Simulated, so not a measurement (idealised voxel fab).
Process module, titled voxel transistor to metal
It is cross-section cut that appears here, measuring 165 nm in width, its square cells being 5 nm in size.
Square cells in a grid make up a cross-section in this document, and the grid is given as bands, listed from the top down, each one or more rows of cells.
Look at the band entry: it leads with the top's height and the bottom's height in nm. Then it lists the materials left to right, with a width in nm for each. The word "full width" on a single material says that material fills the band edge to edge. The word "air" is empty space.
Heights from 0 (as-received wafer is one material below). Bottom band endless downward, as "0 down".
Note: "30->40" means the width goes from the first number (top row of the band) to the second number (bottom row) in equal steps per row of cells.
Reading "all unchanged" for a step: not a cell of the cross-section changed in it.
"Closed void table" specifies each empty space that is not open to the top and that occupies no fewer than 8 cells, using the form width x height at distance, the distance measured from the left edge and all three quantities in nm.
That trailing text on a step's line, after the settings, is the simulator's own remark on the step.
overlay nm: right-of-plan distance of the mask on a masked step; negative values mean left-of-plan.

INTENDED PROCESS STEPS
1 RECEIVE (material Si)
2 CONFORMAL_DEP (material SiO2; thk nm 5)
3 CONFORMAL_DEP (material SiN; thk nm 10)
4 PATTERN (tone cover; mask id ACTIVE; material resist; width nm 105; thk nm 20; overlay nm 0)
5 DIRECTIONAL_ETCH (etch materials SiN; depth nm 10)
6 DIRECTIONAL_ETCH (etch materials SiO2; depth nm 5)
7 DIRECTIONAL_ETCH (etch materials Si; depth nm 25)
8 STRIP (etch materials resist)
9 FILL_DEP (material SiO2; thk nm 10)
10 CMP (height nm 15)
11 SELECTIVE_ETCH (etch materials SiO2; depth nm 10)
12 STRIP (etch materials SiN)
13 SELECTIVE_ETCH (etch materials SiO2; depth nm 5)
14 OXIDIZE (depth nm 5)
15 DIRECTIONAL_DEP (material polySi; thk nm 30)
16 DIRECTIONAL_DEP (material SiCN; thk nm 15)
17 PATTERN (tone cover; mask id GATE; material resist; width nm 25; thk nm 20; overlay nm 0)
18 DIRECTIONAL_ETCH (etch materials SiCN; depth nm 25)
19 DIRECTIONAL_ETCH (etch materials polySi; depth nm 40)
20 STRIP (etch materials resist)
21 CONFORMAL_DEP (material SiN; thk nm 10)
22 DIRECTIONAL_ETCH (etch materials SiN; depth nm 10)
23 DIRECTIONAL_ETCH (etch materials SiO2; depth nm 5)
24 DIRECTIONAL_ETCH (etch materials Si; depth nm 15)
25 EPI (material SiGe; thk nm 15)
26 FILL_DEP (material SiO2; thk nm 10)
27 CMP (height nm 45)
28 DIRECTIONAL_DEP (material SiO2; thk nm 15)
29 PATTERN (tone open; mask id CONTACT; material resist; width nm 25; pitch nm 60; thk nm 20; overlay nm 0)
30 DIRECTIONAL_ETCH (etch materials SiO2; depth nm 65)
31 STRIP (etch materials resist)
32 CONFORMAL_DEP (material TiN; thk nm 5)
33 FILL_DEP (material W; thk nm 5)
34 CMP (height nm 60)
35 CONFORMAL_DEP (material SiCN; thk nm 5)
36 DIRECTIONAL_DEP (material SiO2; thk nm 20)
37 MASKED_ETCH (tone open; mask id METAL_1; width nm 15; pitch nm 70; etch materials SiO2; depth nm 20; overlay nm 0)
38 MASKED_ETCH (tone open; mask id METAL_1; width nm 15; pitch nm 70; etch materials SiCN; depth nm 5; overlay nm 0)
39 CONFORMAL_DEP (material TiN; thk nm 5)
40 FILL_DEP (material Cu; thk nm 5)
41 CMP (height nm 85)
42 CONFORMAL_DEP (material SiN; thk nm 5)

WAFER CROSS-SECTION ON RECEIPT, I.E. AFTER STEP 1
  0 down = Si full width
  Closed void table: none

END-OF-MODULE XS, FIRST OF TWO WAFERS, RUN AS PLANNED
  90 to 85 = SiN full width
  85 to 65 = 40 nm SiO2 | 5 nm TiN | 5 nm Cu | 5 nm TiN | 55 nm SiO2 | 5 nm TiN | 5 nm Cu | 5 nm TiN | 40 nm SiO2
  65 to 60 = 40 nm SiCN | 15 nm TiN | 55 nm SiCN | 15 nm TiN | 40 nm SiCN
  60 to 50 = 40 nm SiO2 | 5 nm TiN | 15 nm W | 5 nm TiN | 35 nm SiO2 | 5 nm TiN | 15 nm W | 5 nm TiN | 40 nm SiO2
  50 to 45 = 40 nm SiO2 | 5 nm TiN | 10 nm W | 10 nm TiN | 35 nm SiO2 | 10 nm TiN | 10 nm W | 5 nm TiN | 40 nm SiO2
  45 to 30 = 40 nm SiO2 | 5 nm TiN | 10 nm W | 5 nm TiN | 10 nm SiN | 25 nm SiCN | 10 nm SiN | 5 nm TiN | 10 nm W | 5 nm TiN | 40 nm SiO2
  30 to 15 = 40 nm SiO2 | 5 nm TiN | 10 nm W | 5 nm TiN | 10 nm SiN | 25 nm polySi | 10 nm SiN | 5 nm TiN | 10 nm W | 5 nm TiN | 40 nm SiO2
  15 to 10 = 40 nm SiO2 | 20 nm TiN | 10 nm SiN | 25 nm polySi | 10 nm SiN | 20 nm TiN | 40 nm SiO2
  10 to 0 = 40 nm SiO2 | 5 nm TiN | 15 nm SiGe | 10 nm SiN | 25 nm polySi | 10 nm SiN | 15 nm SiGe | 5 nm TiN | 40 nm SiO2
  0 to -5 = 40 nm SiO2 | 5 nm TiN | 15 nm SiGe | 45 nm SiO2 | 15 nm SiGe | 5 nm TiN | 40 nm SiO2
  -5 to -20 = 30 nm SiO2 | 30 nm SiGe | 45 nm Si | 30 nm SiGe | 30 nm SiO2
  -20 to -25 = 30 nm SiO2 | 105 nm Si | 30 nm SiO2
  -25 down = Si full width
  Closed void table: none

HERE'S THE SECOND OF OUR TWO WAFERS SECTIONED AT MODULE END. SAME START AS THE FIRST, SAME PLAN, BUT ONE MISTAKE GOT MADE RUNNING IT
  90 to 85 = SiN full width
  85 to 65 = 40 nm SiO2 | 5 nm TiN | 5 nm Cu | 5 nm TiN | 55 nm SiO2 | 5 nm TiN | 5 nm Cu | 5 nm TiN | 40 nm SiO2
  65 to 60 = 40 nm SiCN | 15 nm TiN | 55 nm SiCN | 15 nm TiN | 40 nm SiCN
  60 to 50 = 40 nm SiO2 | 5 nm TiN | 15 nm W | 5 nm TiN | 35 nm SiO2 | 5 nm TiN | 15 nm W | 5 nm TiN | 40 nm SiO2
  50 to 45 = 40 nm SiO2 | 5 nm TiN | 10 nm W | 10 nm TiN | 35 nm SiO2 | 10 nm TiN | 10 nm W | 5 nm TiN | 40 nm SiO2
  45 to 30 = 40 nm SiO2 | 5 nm TiN | 10 nm W | 5 nm TiN | 10 nm SiN | 25 nm SiCN | 10 nm SiN | 5 nm TiN | 10 nm W | 5 nm TiN | 40 nm SiO2
  30 to 0 = 40 nm SiO2 | 5 nm TiN | 10 nm W | 5 nm TiN | 10 nm SiN | 25 nm polySi | 10 nm SiN | 5 nm TiN | 10 nm W | 5 nm TiN | 40 nm SiO2
  0 to -5 = 40 nm SiO2 | 20 nm TiN | 45 nm SiO2 | 20 nm TiN | 40 nm SiO2
  -5 to -20 = 30 nm SiGe | 105 nm SiO2 | 30 nm SiGe
  -20 to -25 = 30 nm Si | 105 nm SiO2 | 30 nm Si
  -25 down = Si full width
  Closed void table: none
Heads up, the wafer didn't run the way we planned it: step 4 ran with different settings than intended, the actual operation and settings being PATTERN (tone open; mask id ACTIVE; material resist; width nm 105; thk nm 20; overlay nm 0)
Count the cells at the end and the second wafer has more or fewer of some materials than the first: -36 Si, -18 SiGe, +36 SiO2, +6 TiN, +12 W
